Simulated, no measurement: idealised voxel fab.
process module | voxel transistor to metal
cross-section cut | 295 nm wide | cells 5 nm
A cross-section is a grid of square cells, given in bands from the top down. A band is one or more rows of cells.
Each band's line starts with the height of the band's top and of its bottom, in nm. Then come its materials from left to right, each with its width in nm. One material with "throughout" fills the band from edge to edge. "air" is empty space.
Height 0 is the level under which the wafer as received is all one material. The lowest band goes on downwards, as in "0 down".
A width such as "30 to 40" changes by the same amount from each row of cells to the next, from the band's top row to its bottom row.
"no change" after a step means that no cell of the cross-section changed.
closed voids: empty space of 8 cells or more with no open way to the top, each as width x height at its distance from the left edge, in nm
after a step's settings: what the simulator itself notes on the step
overlay nm, on a step with a mask: how far to the right of its planned place the mask lay; to the left if negative
plan
1 op RECEIVE | material Si
2 op CONFORMAL_DEP | material SiO2 | thk nm 5
3 op CONFORMAL_DEP | material SiN | thk nm 10
4 op PATTERN | tone cover | mask id ACTIVE | material resist | width nm 110 | pitch nm 140 | thk nm 20 | overlay nm 0
5 op DIRECTIONAL_ETCH | etch materials SiN | depth nm 10
6 op DIRECTIONAL_ETCH | etch materials SiO2 | depth nm 5
7 op DIRECTIONAL_ETCH | etch materials Si | depth nm 35
8 op STRIP | etch materials resist
9 op FILL_DEP | material SiO2 | thk nm 10
10 op CMP | height nm 15
11 op SELECTIVE_ETCH | etch materials SiO2 | depth nm 5
12 op STRIP | etch materials SiN
13 op SELECTIVE_ETCH | etch materials SiO2 | depth nm 5
14 op OXIDIZE | depth nm 5
15 op DIRECTIONAL_DEP | material polySi | thk nm 25
16 op DIRECTIONAL_DEP | material SiCN | thk nm 15
17 op PATTERN | tone cover | mask id GATE | material resist | width nm 30 | pitch nm 140 | thk nm 20 | overlay nm 0
18 op DIRECTIONAL_ETCH | etch materials SiCN | depth nm 25
19 op DIRECTIONAL_ETCH | etch materials polySi | depth nm 35
20 op STRIP | etch materials resist
21 op CONFORMAL_DEP | material SiO2 | thk nm 5
22 op DIRECTIONAL_ETCH | etch materials SiO2 | depth nm 5
23 op CONFORMAL_DEP | material SiN | thk nm 10
24 op DIRECTIONAL_ETCH | etch materials SiN | depth nm 10
25 op DIRECTIONAL_ETCH | etch materials SiO2 | depth nm 5
26 op DIRECTIONAL_ETCH | etch materials Si | depth nm 10
27 op EPI | material nSi | thk nm 10
28 op FILL_DEP | material SiO2 | thk nm 10
29 op CMP | height nm 25
30 op STRIP | etch materials polySi
31 op SELECTIVE_ETCH | etch materials SiO2 | depth nm 5
32 op CONFORMAL_DEP | material HfO2 | thk nm 5
33 op CONFORMAL_DEP | material TiN | thk nm 5
34 op FILL_DEP | material W | thk nm 10
35 op CMP | height nm 20
36 op DIRECTIONAL_DEP | material SiO2 | thk nm 15
37 op PATTERN | tone open | mask id CONTACT | material resist | width nm 15 | thk nm 15 | overlay nm 0
38 op DIRECTIONAL_ETCH | etch materials SiO2 | depth nm 30
39 op STRIP | etch materials resist
40 op CONFORMAL_DEP | material TiN | thk nm 5
41 op FILL_DEP | material W | thk nm 5
42 op CMP | height nm 35
43 op DIRECTIONAL_DEP | material TiN | thk nm 5
44 op DIRECTIONAL_DEP | material W | thk nm 20
45 op DIRECTIONAL_DEP | material aC | thk nm 10
46 op PATTERN | tone cover | mask id METAL_1 | material resist | width nm 15 | thk nm 25 | overlay nm 0
47 op DIRECTIONAL_ETCH | etch materials aC | depth nm 10
48 op STRIP | etch materials resist
49 op DIRECTIONAL_ETCH | etch materials W | depth nm 20
50 op DIRECTIONAL_ETCH | etch materials TiN | depth nm 5
51 op STRIP | etch materials aC
52 op FILL_DEP | material lowk | thk nm 10
53 op CMP | height nm 60
54 op CONFORMAL_DEP | material SiCN | thk nm 5
55 op DIRECTIONAL_DEP | material lowk | thk nm 35
56 op MASKED_ETCH | tone open | mask id METAL_2 | width nm 15 | pitch nm 140 | etch materials lowk | depth nm 20 | overlay nm 0
57 op PATTERN | tone open | mask id METAL_2_HOLES | material resist | width nm 15 | pitch nm 140 | thk nm 20 | overlay nm 0
58 op DIRECTIONAL_ETCH | etch materials lowk | depth nm 15
59 op DIRECTIONAL_ETCH | etch materials SiCN | depth nm 5
60 op STRIP | etch materials resist
61 op CONFORMAL_DEP | material TiN | thk nm 5
62 op FILL_DEP | material Ru | thk nm 5
63 op CMP | height nm 100
64 op CONFORMAL_DEP | material SiCN | thk nm 5
as received, after step 1
  0 down: Si throughout
  closed voids: none
a wafer at the end: this start, this plan, one mistake
  105 to 100: SiCN throughout
  100 to 85: lowk 20 | TiN 5 | Ru 15 | TiN 5 | lowk 115 | TiN 5 | Ru 15 | TiN 5 | lowk 110
  85 to 80: lowk 20 | TiN 10 | Ru 5 | TiN 10 | lowk 115 | TiN 10 | Ru 5 | TiN 10 | lowk 110
  80 to 65: lowk 25 | TiN 5 | Ru 5 | TiN 5 | lowk 125 | TiN 5 | Ru 5 | TiN 5 | lowk 115
  65 to 60: SiCN 25 | TiN 15 | SiCN 125 | TiN 15 | SiCN 115
  60 to 40: lowk 25 | W 15 | lowk 70 | W 15 | lowk 40 | W 15 | lowk 70 | W 15 | lowk 30
  40 to 35: lowk 25 | TiN 15 | lowk 70 | TiN 15 | lowk 40 | TiN 15 | lowk 70 | TiN 15 | lowk 30
  35 to 20: SiO2 25 | TiN 5 | W 5 | TiN 5 | SiO2 70 | TiN 5 | W 5 | TiN 5 | SiO2 40 | TiN 5 | W 5 | TiN 5 | SiO2 70 | TiN 5 | W 5 | TiN 5 | SiO2 30
  20 to 10: SiO2 25 | TiN 5 | W 5 | TiN 5 | SiO2 5 | SiN 10 | HfO2 5 | TiN 5 | W 20 | TiN 5 | HfO2 5 | SiN 10 | SiO2 5 | TiN 5 | W 5 | TiN 5 | SiO2 40 | TiN 5 | W 5 | TiN 5 | SiO2 5 | SiN 10 | HfO2 5 | TiN 5 | W 20 | TiN 5 | HfO2 5 | SiN 10 | SiO2 5 | TiN 5 | W 5 | TiN 5 | SiO2 30
  10 to 5: SiO2 25 | TiN 15 | SiO2 5 | SiN 10 | HfO2 5 | TiN 5 | W 20 | TiN 5 | HfO2 5 | SiN 10 | SiO2 5 | TiN 15 | SiO2 40 | TiN 15 | SiO2 5 | SiN 10 | HfO2 5 | TiN 5 | W 20 | TiN 5 | HfO2 5 | SiN 10 | SiO2 5 | TiN 15 | SiO2 30
  5 to 0: SiO2 20 | SiN 10 | nSi 15 | SiN 10 | HfO2 5 | TiN 30 | HfO2 5 | SiN 10 | nSi 15 | SiN 10 | SiO2 30 | SiN 10 | nSi 15 | SiN 10 | HfO2 5 | TiN 30 | HfO2 5 | SiN 10 | nSi 15 | SiN 10 | SiO2 25
  0 to -5: SiO2 30 | nSi 15 | SiO2 10 | HfO2 40 | SiO2 10 | nSi 15 | SiO2 50 | nSi 15 | SiO2 10 | HfO2 40 | SiO2 10 | nSi 15 | SiO2 35
  -5 to -15: SiO2 20 | Si 10 | nSi 15 | Si 60 | nSi 15 | Si 10 | SiO2 30 | Si 10 | nSi 15 | Si 60 | nSi 15 | Si 10 | SiO2 25
  -15 to -35: SiO2 20 | Si 110 | SiO2 30 | Si 110 | SiO2 25
  -35 down: Si throughout
  closed voids: none
what went wrong: step 56 ran as: op MASKED_ETCH | tone open | mask id METAL_2 | width nm 25 | pitch nm 140 | etch materials lowk | depth nm 20 | overlay nm 0
